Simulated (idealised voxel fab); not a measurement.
The following is a process module called voxel transistor to metal.
Cross-section cut spans 170 nm and uses square cells 5 nm in size.
Throughout this document, each cross-section is represented as a grid of square cells and is presented as a sequence of bands enumerated from the top downward, where a band comprises one or more rows of cells.
Top height, bottom height, nm. Materials left to right, width each, nm. Single material + "throughout" = fills band edge to edge. "air" = empty.
Heads up on the height convention: 0 is the point under which the incoming wafer is all one material, and the lowest band has no bottom, it just keeps going down, like "0 nm and below".
Width "30..40": first value at the band's top row of cells, second value at its bottom row, equal change from row to row.
"same as before" after a step means that no cell of the cross-section changed.
If an empty space has no open way to the top and is at least 8 cells in size, "Cavities, closed" lists it, written width x height at distance, where distance is measured from the left edge and every value is in nm.
after a step's settings: what the simulator itself notes on the step
overlay nm: on a step with a mask, how far right of its planned place the mask lay; negative means left.
The planned process steps are enumerated hereunder
| 1 | RECEIVE with material Si |
| 2 | OXIDIZE with depth nm 5 |
| 3 | CONFORMAL_DEP with material SiN, thk nm 15 |
| 4 | PATTERN with tone cover, mask id ACTIVE, material resist, width nm 100, thk nm 15, overlay nm 0 |
| 5 | DIRECTIONAL_ETCH with etch materials SiN, depth nm 15 |
| 6 | DIRECTIONAL_ETCH with etch materials SiO2, depth nm 5 |
| 7 | DIRECTIONAL_ETCH with etch materials Si, depth nm 25 |
| 8 | STRIP with etch materials resist |
| 9 | OXIDIZE with depth nm 5 |
| 10 | FILL_DEP with material SiO2, thk nm 5 |
| 11 | CMP with height nm 15 |
| 12 | SELECTIVE_ETCH with etch materials SiO2, depth nm 5 |
| 13 | STRIP with etch materials SiN |
| 14 | SELECTIVE_ETCH with etch materials SiO2, depth nm 5 |
| 15 | OXIDIZE with depth nm 5 |
| 16 | DIRECTIONAL_DEP with material polySi, thk nm 30 |
| 17 | DIRECTIONAL_DEP with material SiCN, thk nm 10 |
| 18 | PATTERN with tone cover, mask id GATE, material resist, width nm 20, thk nm 15, overlay nm 0 |
| 19 | DIRECTIONAL_ETCH with etch materials SiCN, depth nm 20 |
| 20 | DIRECTIONAL_ETCH with etch materials polySi, depth nm 40 |
| 21 | STRIP with etch materials resist |
| 22 | CONFORMAL_DEP with material SiO2, thk nm 5 |
| 23 | DIRECTIONAL_ETCH with etch materials SiO2, depth nm 5 |
| 24 | CONFORMAL_DEP with material SiN, thk nm 5 |
| 25 | DIRECTIONAL_ETCH with etch materials SiN, depth nm 5 |
| 26 | DIRECTIONAL_ETCH with etch materials SiO2, depth nm 5 |
| 27 | DIRECTIONAL_ETCH with etch materials Si, depth nm 5 |
| 28 | EPI with material pSi, thk nm 5 |
| 29 | FILL_DEP with material SiO2, thk nm 10 |
| 30 | CMP with height nm 35 |
| 31 | DIRECTIONAL_DEP with material SiO2, thk nm 15 |
| 32 | MASKED_ETCH with tone open, mask id CONTACT, width nm 30, pitch nm 60, etch materials SiO2, depth nm 60, overlay nm 0 |
| 33 | CONFORMAL_DEP with material TiN, thk nm 5 |
| 34 | FILL_DEP with material W, thk nm 5 |
| 35 | CMP with height nm 50 |
| 36 | CONFORMAL_DEP with material SiN, thk nm 5 |
| 37 | DIRECTIONAL_DEP with material SiO2, thk nm 15 |
| 38 | DIRECTIONAL_DEP with material aC, thk nm 15 |
| 39 | PATTERN with tone open, mask id METAL_1, material resist, width nm 20, pitch nm 70, thk nm 30, overlay nm 0 |
| 40 | DIRECTIONAL_ETCH with etch materials aC, depth nm 15 |
| 41 | STRIP with etch materials resist |
| 42 | DIRECTIONAL_ETCH with etch materials SiO2, depth nm 15 |
| 43 | DIRECTIONAL_ETCH with etch materials SiN, depth nm 5 |
| 44 | STRIP with etch materials aC |
| 45 | CONFORMAL_DEP with material TiN, thk nm 5 |
| 46 | FILL_DEP with material Cu, thk nm 5 |
| 47 | CMP with height nm 70 |
| 48 | CONFORMAL_DEP with material SiN, thk nm 5 |
As-received state of the wafer in cross-section, equivalent to post-step 1
	0 nm and below | Si throughout
	Cavities, closed: none
Cross-section, first of two wafers, end of module, run as planned
	75 nm to 70 nm | SiN throughout
	70 nm to 55 nm | 40 SiO2, 5 TiN, 10 Cu, 5 TiN, 50 SiO2, 5 TiN, 10 Cu, 5 TiN, 40 SiO2
	55 nm to 50 nm | 40 SiN, 20 TiN, 50 SiN, 20 TiN, 40 SiN
	50 nm to 40 nm | 40 SiO2, 5 TiN, 20 W, 5 TiN, 30 SiO2, 5 TiN, 20 W, 5 TiN, 40 SiO2
	40 nm to 35 nm | 40 SiO2, 5 TiN, 15 W, 10 TiN, 30 SiO2, 10 TiN, 15 W, 5 TiN, 40 SiO2
	35 nm to 25 nm | 40 SiO2, 5 TiN, 15 W, 5 TiN, 5 SiN, 5 SiO2, 20 SiCN, 5 SiO2, 5 SiN, 5 TiN, 15 W, 5 TiN, 40 SiO2
	25 nm to 5 nm | 40 SiO2, 5 TiN, 15 W, 5 TiN, 5 SiN, 5 SiO2, 20 polySi, 5 SiO2, 5 SiN, 5 TiN, 15 W, 5 TiN, 40 SiO2
	5 nm to -5 nm | 35 SiO2, 5 SiN, 5 TiN, 15..10 W, 5..10 TiN, 5 SiN, 5 SiO2, 20 polySi, 5 SiO2, 5 SiN, 5..10 TiN, 15..10 W, 5 TiN, 5 SiN, 35 SiO2
	-5 nm to -10 nm | 40 SiO2, 20 TiN, 5 pSi, 40 SiO2, 5 pSi, 20 TiN, 40 SiO2
	-10 nm to -15 nm | 40 SiO2, 25 pSi, 40 Si, 25 pSi, 40 SiO2
	-15 nm to -35 nm | 40 SiO2, 90 Si, 40 SiO2
	-35 nm and below | Si throughout
	Cavities, closed: none
Wafer two, end of module, cross-section. Same start, same plan as wafer one. One mistake in the run
	75 nm to 70 nm | SiN throughout
	70 nm to 55 nm | 40 SiO2, 5 TiN, 10 Cu, 5 TiN, 50 SiO2, 5 TiN, 10 Cu, 5 TiN, 40 SiO2
	55 nm to 50 nm | 40 SiN, 20 TiN, 50 SiN, 20 TiN, 40 SiN
	50 nm to 40 nm | 35 W, 5 TiN, 30 SiO2, 5 TiN, 20 W, 5 TiN, 30 SiO2, 5 TiN, 35 W
	40 nm to 35 nm | 35 W, 5 TiN, 30 SiO2, 30 TiN, 30 SiO2, 5 TiN, 35 W
	35 nm to 25 nm | 35 W, 5 TiN, 25 SiO2, 5 SiN, 5 TiN, 20 SiCN, 5 TiN, 5 SiN, 25 SiO2, 5 TiN, 35 W
	25 nm to 10 nm | 35 W, 5 TiN, 25 SiO2, 5 SiN, 5 TiN, 20 polySi, 5 TiN, 5 SiN, 25 SiO2, 5 TiN, 35 W
	10 nm to 5 nm | 30 W, 10 TiN, 25 SiO2, 5 SiN, 5 TiN, 20 polySi, 5 TiN, 5 SiN, 25 SiO2, 10 TiN, 30 W
	5 nm to -5 nm | 30 W, 5 TiN, 5 SiN, 25 SiO2, 5 SiN, 5 TiN, 20 polySi, 5 TiN, 5 SiN, 25 SiO2, 5 SiN, 5 TiN, 30 W
	-5 nm to -10 nm | 35 TiN, 25 SiO2, 5 pSi, 5 SiO2, 5 TiN, 20 SiO2, 5 TiN, 5 SiO2, 5 pSi, 25 SiO2, 35 TiN
	-10 nm to -15 nm | 40 SiO2, 25 pSi, 40 Si, 25 pSi, 40 SiO2
	-15 nm to -35 nm | 40 SiO2, 90 Si, 40 SiO2
	-35 nm and below | Si throughout
	Cavities, closed: none
Short version of what went wrong: step 32 ran differently from the plan; actual operation with settings: MASKED_ETCH with tone cover, mask id CONTACT, width nm 30, pitch nm 60, etch materials SiO2, depth nm 60, overlay nm 0
Final tally in cells, some materials are higher or lower on the second wafer than on the first: -98 SiO2, +10 TiN, +88 W
